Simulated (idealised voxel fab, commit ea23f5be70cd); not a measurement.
Process module under the name voxel gate over fins
Square cell edge 5 nm, section width 205 nm, ID cut.
A cross-section in this document is a grid of square cells, and it is written down as bands, the top band listed before the ones below it; a band is made up of one or more rows of cells. Top height, bottom height, nm. Materials left to right, width each, nm. Single material + "everywhere" = fills band edge to edge. "blank" = empty. Height datum 0, below which the as-received substrate wafer is one material. Lowest band open at the bottom, running downward: "from 0 down". Graded width ("30 to 40"): value in top row of band = first number; value in bottom row = second number; row-to-row change constant. When a step is marked "no alterations made", none of the cells in the cross-section changed during that step. "Sealed internal voids" enumerates empty spaces isolated from the top, with no open way to it, that contain at least 8 cells, giving each as width x height at distance from the left edge, all three in nm. That trailing text on a step's line, after the settings, is the simulator's own remark on the step. A step's line can hold "overlay nm"; with a mask on that step, the setting says how far right of the planned place the mask lay, while a negative setting says it lay to the left.

-- Planned process steps
1,RECEIVE (material Si)
2,CONFORMAL_DEP (material SiN; thk nm 5)
3,MASKED_ETCH (tone cover; mask id FINS; width nm 15; pitch nm 55; etch materials SiN; depth nm 5; overlay nm 0)
4,MASKED_ETCH (tone cover; mask id FINS; width nm 15; pitch nm 55; etch materials Si; depth nm 35; overlay nm 0)
5,OXIDIZE (depth nm 5)
6,FILL_DEP (material SiO2; thk nm 10)
7,CMP (height nm 5)
8,DIRECTIONAL_DEP (material aC; thk nm 15)
9,PATTERN (tone open; mask id RAIL; material resist; width nm 15; thk nm 35; overlay nm 0)
10,DIRECTIONAL_ETCH (etch materials aC; depth nm 15)
11,STRIP (etch materials resist)
12,DIRECTIONAL_ETCH (etch materials SiO2; depth nm 35)
13,STRIP (etch materials aC)
14,CONFORMAL_DEP (material TiN; thk nm 5)
15,FILL_DEP (material Ru; thk nm 5)
16,CMP (height nm 5)
17,SELECTIVE_ETCH (etch materials W Ru TiN; depth nm 30)
18,FILL_DEP (material SiO2; thk nm 5)
19,CMP (height nm 5)
20,SELECTIVE_ETCH (etch materials SiO2; depth nm 20)
21,STRIP (etch materials SiN)
22,CONFORMAL_DEP (material HfO2; thk nm 5)
23,CONFORMAL_DEP (material TiN; thk nm 5)
24,FILL_DEP (material W; thk nm 15)
25,CMP (height nm 20)
26,CONFORMAL_DEP (material SiCN; thk nm 5)

-- This is the cross-section of the wafer as we received it, i.e. after step 1
* from 0 down: Si everywhere
* Sealed internal voids: none

-- Looking at the first of two wafers in cross-section at end of module - ran to plan
* from 25 to 20: SiCN everywhere
* from 20 to 10: W everywhere
* from 10 to 5: 35 nm W, 25 nm TiN, 30 nm W, 25 nm TiN, 30 nm W, 25 nm TiN, 35 nm W
* from 5 to 0: 35 nm W, 5 nm TiN, 15 nm HfO2, 5 nm TiN, 30 nm W, 5 nm TiN, 15 nm HfO2, 5 nm TiN, 30 nm W, 5 nm TiN, 15 nm HfO2, 5 nm TiN, 35 nm W
* from 0 to -5: 35 nm W, 5 nm TiN, 5 nm HfO2, 5 nm Si, 5 nm HfO2, 5 nm TiN, 30 nm W, 5 nm TiN, 5 nm HfO2, 5 nm Si, 5 nm HfO2, 5 nm TiN, 30 nm W, 5 nm TiN, 5 nm HfO2, 5 nm Si, 5 nm HfO2, 5 nm TiN, 35 nm W
* from -5 to -10: 40 nm TiN, 5 nm HfO2, 5 nm Si, 5 nm HfO2, 40 nm TiN, 5 nm HfO2, 5 nm Si, 5 nm HfO2, 40 nm TiN, 5 nm HfO2, 5 nm Si, 5 nm HfO2, 40 nm TiN
* from -10 to -15: 45 nm HfO2, 5 nm Si, 50 nm HfO2, 5 nm Si, 50 nm HfO2, 5 nm Si, 45 nm HfO2
* from -15 to -25: 45 nm SiO2, 5 nm Si, 50 nm SiO2, 5 nm Si, 50 nm SiO2, 5 nm Si, 45 nm SiO2
* from -25 to -30: 45 nm SiO2, 5 nm Si, 15 nm SiO2, 15 nm TiN, 20 nm SiO2, 5 nm Si, 50 nm SiO2, 5 nm Si, 45 nm SiO2
* from -30 to -40: 45 nm SiO2, 5 nm Si, 50 nm SiO2, 5 nm Si, 50 nm SiO2, 5 nm Si, 45 nm SiO2
* from -40 down: Si everywhere
* Sealed internal voids: none

-- Module end: cross-section of wafer two of two. Same start and process plan as the first wafer. One mistake during execution
* from 25 to 20: SiCN everywhere
* from 20 to 10: W everywhere
* from 10 to 5: 35 nm W, 25 nm TiN, 30 nm W, 25 nm TiN, 30 nm W, 25 nm TiN, 35 nm W
* from 5 to 0: 35 nm W, 5 nm TiN, 15 nm HfO2, 5 nm TiN, 30 nm W, 5 nm TiN, 15 nm HfO2, 5 nm TiN, 30 nm W, 5 nm TiN, 15 nm HfO2, 5 nm TiN, 35 nm W
* from 0 to -15: 35 nm W, 5 nm TiN, 5 nm HfO2, 5 nm Si, 5 nm HfO2, 5 nm TiN, 30 nm W, 5 nm TiN, 5 nm HfO2, 5 nm Si, 5 nm HfO2, 5 nm TiN, 30 nm W, 5 nm TiN, 5 nm HfO2, 5 nm Si, 5 nm HfO2, 5 nm TiN, 35 nm W
* from -15 to -20: 40 nm TiN, 5 nm HfO2, 5 nm Si, 5 nm HfO2, 40 nm TiN, 5 nm HfO2, 5 nm Si, 5 nm HfO2, 40 nm TiN, 5 nm HfO2, 5 nm Si, 5 nm HfO2, 40 nm TiN
* from -20 to -25: 45 nm HfO2, 5 nm Si, 50 nm HfO2, 5 nm Si, 50 nm HfO2, 5 nm Si, 45 nm HfO2
* from -25 to -30: 45 nm SiO2, 5 nm Si, 15 nm SiO2, 15 nm TiN, 20 nm SiO2, 5 nm Si, 50 nm SiO2, 5 nm Si, 45 nm SiO2
* from -30 to -40: 45 nm SiO2, 5 nm Si, 50 nm SiO2, 5 nm Si, 50 nm SiO2, 5 nm Si, 45 nm SiO2
* from -40 down: Si everywhere
* Sealed internal voids: none
Error vs. plan: rather than as planned, step 20 actually ran as SELECTIVE_ETCH (etch materials SiO2; depth nm 30)
Looking at both finished wafers in cells, the second ends up ahead of or behind the first on some materials: 12 more of HfO2; 76 fewer of SiO2; 12 more of TiN; 52 more of W
